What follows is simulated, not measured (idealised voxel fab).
process module | voxel double patterning
cross-section cut | 280 nm wide | cells 5 nm
A cross-section is a grid of square cells, given in bands from the top down. A band is one or more rows of cells.
Each band's line starts with the height of the band's top and of its bottom, in nm. Then come its materials from left to right, each with its width in nm. One material with "throughout" fills the band from edge to edge. "air" is empty space.
Height 0 is the level under which the wafer as received is all one material. The lowest band goes on downwards, as in "0 down".
A width such as "30 to 40" changes by the same amount from each row of cells to the next, from the band's top row to its bottom row.
"no change" after a step means that no cell of the cross-section changed.
closed voids: empty space of 8 cells or more with no open way to the top, each as width x height at its distance from the left edge, in nm
after a step's settings: what the simulator itself notes on the step
overlay nm, on a step with a mask: how far to the right of its planned place the mask lay; to the left if negative
plan
1 op RECEIVE | material Si
2 op CONFORMAL_DEP | material SiN | thk nm 10
3 op DIRECTIONAL_DEP | material SiO2 | thk nm 20
4 op DIRECTIONAL_DEP | material SiCN | thk nm 10
5 op MASKED_ETCH | tone open | mask id FIRST | width nm 15 | pitch nm 50 | etch materials SiCN | depth nm 10 | overlay nm 0
6 op MASKED_ETCH | tone open | mask id SECOND | width nm 15 | pitch nm 50 | etch materials SiCN | depth nm 5 | overlay nm 0
7 op DIRECTIONAL_ETCH | etch materials SiO2 | depth nm 20
8 op STRIP | etch materials SiCN
varied across the wafers: depth nm of step 6. The plan shows the first wafer's value. All wafers start alike
first wafer as received, after step 1
  0 down: Si throughout
  closed voids: none
first wafer at the end, after step 8
  30 to 10: SiO2 80 | air 15 | SiO2 35 | air 15 | SiO2 35 | air 15 | SiO2 85
  10 to 0: SiN throughout
  0 down: Si throughout
  closed voids: none
last wafer at the end
  30 to 10: SiO2 80 | air 15 | SiO2 10 | air 15 | SiO2 10 | air 15 | SiO2 10 | air 15 | SiO2 10 | air 15 | SiO2 85
  10 to 0: SiN throughout
  0 down: Si throughout
  closed voids: none
each wafer at the end: cells of each material gained (+) or lost (-) since it was received, then its closed voids
depth nm 5 | +112 SiN | +188 SiO2 | closed voids: none
depth nm 10 | +112 SiN | +164 SiO2 | closed voids: none
depth nm 15 | +112 SiN | +164 SiO2 | closed voids: none
depth nm 20 | +112 SiN | +164 SiO2 | closed voids: none
depth nm 25 | +112 SiN | +164 SiO2 | closed voids: none
